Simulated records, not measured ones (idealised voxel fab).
Proc. module: voxel air gaps
Cross-sectional view cut (width: 270 nm; square cell size: 5 nm).
Cross-section layout: square cells on a grid; listed as bands, top to bottom; a band spans one or more cell rows.
Look at the band entry: it leads with the top's height and the bottom's height in nm. Then it lists the materials left to right, with a width in nm for each. The word "full width" on a single material says that material fills the band edge to edge. The word "blank" is empty space.
Counting heights begins at 0, where everything beneath is, in the wafer as received, one material. The lowest band has no bottom; it goes on downwards, as "0 -> down" shows.
Quick explanation for "30..40": the width changes in equal steps down the rows of cells, from the first number in the band's top row to the second number in its bottom row.
"no change occurred" means the step left every cell of the cross-section as it was.
"Enclosed void catalog" specifies each empty space that is not open to the top and that occupies no fewer than 8 cells, using the form width x height at distance, the distance measured from the left edge and all three quantities in nm.
The remark found on a step's line after its settings is issued by the simulator itself and pertains to that step.
Among the settings permitted on a step's line is "overlay nm"; applied to a step with a mask, it specifies the extent to which the mask lay to the right of its planned position, whereas a negative figure signifies a position to the left.
LISTED BELOW ARE THE PROCESS STEPS AS PLANNED
1 RECEIVE (material Si)
2 CONFORMAL_DEP (material SiO2; thk nm 15)
3 CONFORMAL_DEP (material SiCN; thk nm 5)
4 DIRECTIONAL_DEP (material lowk; thk nm 30)
5 PATTERN (tone open; mask id LINES; material resist; width nm 25; pitch nm 50; thk nm 15; overlay nm 0)
6 DIRECTIONAL_ETCH (etch materials lowk; depth nm 30)
7 STRIP (etch materials resist)
8 CONFORMAL_DEP (material TiN; thk nm 5)
9 FILL_DEP (material W; thk nm 5)
10 CMP (height nm 50)
11 EPI (material Ru; thk nm 10)
12 SELECTIVE_ETCH (etch materials lowk; depth nm 40)
13 CONFORMAL_DEP (material SiCN; thk nm 5)
SO THIS IS THE INCOMING WAFER IN CROSS-SECTION - IT'S ALREADY BEEN THROUGH STEP 1
	0 -> down  Si full width
	Enclosed void catalog: none
THE FIRST OF TWO WAFERS, CROSS-SECTIONED AT THE END OF THE MODULE, WITH THE RUN PROCEEDING AS PLANNED
	65 -> 60  blank=55 | SiCN=155 | blank=60
	60 -> 50  blank=55 | SiCN=5 | Ru=45 | SiCN=5 | Ru=45 | SiCN=5 | Ru=45 | SiCN=5 | blank=60
	50 -> 45  blank=55 | SiCN=15 | TiN=5 | W=15 | TiN=5 | SiCN=25 | TiN=5 | W=15 | TiN=5 | SiCN=25 | TiN=5 | W=15 | TiN=5 | SiCN=15 | blank=60
	45 -> 25  blank=65 | SiCN=5 | TiN=5 | W=15 | TiN=5 | SiCN=5 | blank=15 | SiCN=5 | TiN=5 | W=15 | TiN=5 | SiCN=5 | blank=15 | SiCN=5 | TiN=5 | W=15 | TiN=5 | SiCN=5 | blank=70
	25 -> 20  SiCN=70 | TiN=25 | SiCN=25 | TiN=25 | SiCN=25 | TiN=25 | SiCN=75
	20 -> 15  SiCN full width
	15 -> 0  SiO2 full width
	0 -> down  Si full width
	Enclosed void catalog: 15 x 20 at 100; 15 x 20 at 150
CROSS-SECTIONAL VIEW OF THE SECOND OF TWO WAFERS UPON COMPLETION OF THE MODULE. THIS WAFER SHARED ITS STARTING CONDITION AND PROCESS PLAN WITH THE FIRST; ONE ERROR WAS MADE DURING ITS EXECUTION
	65 -> 60  blank=55 | SiCN=155 | blank=60
	60 -> 50  blank=55 | SiCN=5 | Ru=45 | SiCN=5 | Ru=45 | SiCN=5 | Ru=45 | SiCN=5 | blank=60
	50 -> 45  blank=55 | SiCN=15 | TiN=5 | W=15 | TiN=5 | SiCN=25 | TiN=5 | W=15 | TiN=5 | SiCN=25 | TiN=5 | W=15 | TiN=5 | SiCN=15 | blank=60
	45 -> 25  blank=65 | SiCN=5 | TiN=5 | W=15 | TiN=5 | SiCN=5 | blank=15 | SiCN=5 | TiN=5 | W=15 | TiN=5 | SiCN=5 | blank=15 | SiCN=5 | TiN=5 | W=15 | TiN=5 | SiCN=5 | blank=70
	25 -> 20  SiCN=70 | TiN=25 | SiCN=25 | TiN=25 | SiCN=25 | TiN=25 | SiCN=75
	20 -> 5  SiO2 full width
	5 -> 0  SiCN full width
	0 -> down  Si full width
	Enclosed void catalog: 15 x 20 at 100; 15 x 20 at 150
Here's what went sideways: note: step 2 <-> step 3, run order reversed vs plan
End check, second vs first wafer: material counts in cells match, positions do not.
